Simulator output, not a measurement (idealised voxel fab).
Process module heading - voxel double patterning
Section cut is 295 nm wide and gridded with 5 nm square cells.
A cross-section is a grid of square cells, given in bands from the top down. A band is one or more rows of cells. Per band: top height and bottom height in nm, followed by the left-to-right materials and their widths in nm; "everywhere" marks a single material spanning edge to edge, "blank" marks empty space. Below 0: as-received wafer, all one material; heights counted from there. Lowest band: no bottom, goes on down, written "0..down". You'd read "30..40" like this: the band's top row of cells is as wide as the first number, its bottom row is as wide as the second, and going down, every row changes width by the same amount as the row before did. Any step labelled "no modification" changed none of the cells in the cross-section. This entry, "Enclosed cavities", enumerates those empty regions of no fewer than 8 cells that possess no open connection to the top. Each region is reported in the form width x height at distance, the distance being taken from the left edge, with all three quantities expressed in nm. On a step's line, text after the settings is the simulator commenting on that step. If you see "overlay nm" on a step's line and that step has a mask, it's telling you how far right of where it was planned the mask ended up; a negative number means it went left instead.

## Process steps - plan
- 1: RECEIVE: material Si
- 2: CONFORMAL_DEP: material SiO2, thk nm 5
- 3: DIRECTIONAL_DEP: material W, thk nm 10
- 4: DIRECTIONAL_DEP: material SiCN, thk nm 10
- 5: DIRECTIONAL_DEP: material aC, thk nm 15
- 6: PATTERN: tone open, mask id FIRST, material resist, width nm 15, pitch nm 50, thk nm 35, overlay nm 0
- 7: DIRECTIONAL_ETCH: etch materials aC, depth nm 15
- 8: STRIP: etch materials resist
- 9: DIRECTIONAL_ETCH: etch materials SiCN, depth nm 10
- 10: STRIP: etch materials aC
- 11: MASKED_ETCH: tone open, mask id SECOND, width nm 15, etch materials SiCN, depth nm 10, overlay nm 0
- 12: DIRECTIONAL_ETCH: etch materials W, depth nm 10
- 13: STRIP: etch materials SiCN

## First of two wafers, processed according to plan

## As received (post step 1): cross-section
	0..down = Si everywhere
	Enclosed cavities: none

## Step 2 done - wafer cross-section
	5..0 = SiO2 everywhere
	Everything below 0 is unchanged.

## Step 3 done - wafer cross-section
	15..5 = W everywhere
	Everything below 5 is unchanged.

## Step 4 done - wafer cross-section
	25..15 = SiCN everywhere
	Everything below 15 is unchanged.

## Step 5 done - wafer cross-section
	40..25 = aC everywhere
	Everything below 25 is unchanged.

## Step 6 done - wafer cross-section
	75..40 = resist: 115, blank: 15, resist: 35, blank: 15, resist: 115
	Everything below 40 is unchanged.

## Step 7 done - wafer cross-section
	60..40 = resist: 115, blank: 15, resist: 35, blank: 15, resist: 115
	40..25 = aC: 115, blank: 15, aC: 35, blank: 15, aC: 115
	Everything below 25 is unchanged.

## Step 8 done - wafer cross-section
	40..25 = aC: 115, blank: 15, aC: 35, blank: 15, aC: 115
	Everything below 25 is unchanged.

## Step 9 done - wafer cross-section
	40..25 = aC: 115, blank: 15, aC: 35, blank: 15, aC: 115
	25..15 = SiCN: 115, blank: 15, SiCN: 35, blank: 15, SiCN: 115
	Everything below 15 is unchanged.

## Step 10 done - wafer cross-section
	25..15 = SiCN: 115, blank: 15, SiCN: 35, blank: 15, SiCN: 115
	Everything below 15 is unchanged.

## Step 11 done - wafer cross-section
	25..15 = SiCN: 115, blank: 15, SiCN: 10, blank: 15, SiCN: 10, blank: 15, SiCN: 115
	Everything below 15 is unchanged.

## Step 12 done - wafer cross-section
	25..15 = SiCN: 115, blank: 15, SiCN: 10, blank: 15, SiCN: 10, blank: 15, SiCN: 115
	15..5 = W: 115, blank: 15, W: 10, blank: 15, W: 10, blank: 15, W: 115
	Everything below 5 is unchanged.

## Step 13 done - wafer cross-section
	15..5 = W: 115, blank: 15, W: 10, blank: 15, W: 10, blank: 15, W: 115
	Everything below 5 is unchanged.

## Now the other wafer: same start, same recipe, but we messed up one thing when running it. Up to and including step 10 it's the same as the first one

## Look at the second wafer in cross-section at the time step 11 ought to have finished
	25..15 = SiCN: 115, blank: 15, SiCN: 5, blank: 25, SiCN: 5, blank: 15, SiCN: 115
	Everything below 15 is unchanged.

## Look at the second wafer in cross-section at the time step 12 ought to have finished
	25..15 = SiCN: 115, blank: 15, SiCN: 5, blank: 25, SiCN: 5, blank: 15, SiCN: 115
	15..5 = W: 115, blank: 15, W: 5, blank: 25, W: 5, blank: 15, W: 115
	Everything below 5 is unchanged.

## Look at the second wafer in cross-section at the time step 13 ought to have finished
	15..5 = W: 115, blank: 15, W: 5, blank: 25, W: 5, blank: 15, W: 115
	Everything below 5 is unchanged.
Here's what went sideways: step 11 was processed under conditions differing from the plan, specifically as MASKED_ETCH: tone open, mask id SECOND, width nm 25, etch materials SiCN, depth nm 10, overlay nm 0
Wrapping up, a cell-based count of both wafers puts the second over or under the first for these materials: -4 W
